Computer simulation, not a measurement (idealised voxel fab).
Process module, titled voxel tone inversion
Displayed cross-section: cut, width of 285 nm, square cells sized 5 nm.
In what follows, cross-sections appear as grids of square cells, described through bands that run from the top down, where every band is one or more rows of cells.
Look at the band entry: it leads with the top's height and the bottom's height in nm. Then it lists the materials left to right, with a width in nm for each. The word "everywhere" on a single material says that material fills the band edge to edge. The word "empty" is empty space.
A quick word on heights: they are counted from 0, and under that level the wafer as it came to us is one material throughout. The lowest band is different from the rest in having no bottom; it simply continues downward, written as in "0..down".
Note: "30..40" means the width goes from the first number (top row of the band) to the second number (bottom row) in equal steps per row of cells.
"nothing got changed" means the step left every cell of the cross-section as it was.
For the entry "Fully closed voids", the listed items are empty spaces with no open way to the top whose size is 8 cells or more; each item follows the pattern width x height at distance, where distance is from the left edge and all three are in nm.
after a step's settings: what the simulator itself notes on the step
The setting "overlay nm" may be written on the line of a step. When the step uses a mask, the value reports how far to the right of the planned place the mask lay, and a negative value reports that it lay to the left.
These are the steps we planned for the process
1) RECEIVE [material Si]
2) CONFORMAL_DEP [material SiN] [thk nm 5]
3) DIRECTIONAL_DEP [material aC] [thk nm 20]
4) PATTERN [tone cover] [mask id POSTS] [material resist] [width nm 15] [pitch nm 45] [thk nm 25] [overlay nm 0]
5) DIRECTIONAL_ETCH [etch materials aC] [depth nm 20]
6) STRIP [etch materials resist]
7) FILL_DEP [material SiO2] [thk nm 10]
8) CMP [height nm 25]
9) STRIP [etch materials aC]
10) CONFORMAL_DEP [material TiN] [thk nm 5]
11) FILL_DEP [material Ru] [thk nm 5]
12) CMP [height nm 25]
13) CONFORMAL_DEP [material SiCN] [thk nm 5]
The plan's step 5 depth nm is the first wafer's value; the wafers differ in this setting and start identical.
This is how the first of several wafers looked in cross-section when it arrived, which is after step 1
  0..down  Si everywhere
  Fully closed voids: none
First of several wafers, sectioned at end of module (last step: step 13)
  30..25  SiCN everywhere
  25..10  110 SiO2  5 TiN  5 Ru  5 TiN  30 SiO2  5 TiN  5 Ru  5 TiN  115 SiO2
  10..5  110 SiO2  15 TiN  30 SiO2  15 TiN  115 SiO2
  5..0  SiN everywhere
  0..down  Si everywhere
  Fully closed voids: none
The module's end: a cross-section of the last wafer
  30..25  SiCN everywhere
  25..15  SiO2 everywhere
  15..5  110 SiO2  15 aC  30 SiO2  15 aC  115 SiO2
  5..0  SiN everywhere
  0..down  Si everywhere
  Fully closed voids: none
So in this table every wafer gets its own row, and what you see is where it stands at the end of the module: for each material, how many cells it picked up (+) or gave up (-) since we received it, and after that its closed voids
depth nm 20 | +6 Ru | +57 SiCN | +57 SiN | +204 SiO2 | +18 TiN | Fully closed voids: none
depth nm 25 | +6 Ru | +57 SiCN | +57 SiN | +204 SiO2 | +18 TiN | Fully closed voids: none
depth nm 30 | +57 SiCN | +57 SiN | +210 SiO2 | +18 aC | Fully closed voids: none
depth nm 35 | +57 SiCN | +57 SiN | +216 SiO2 | +12 aC | Fully closed voids: none
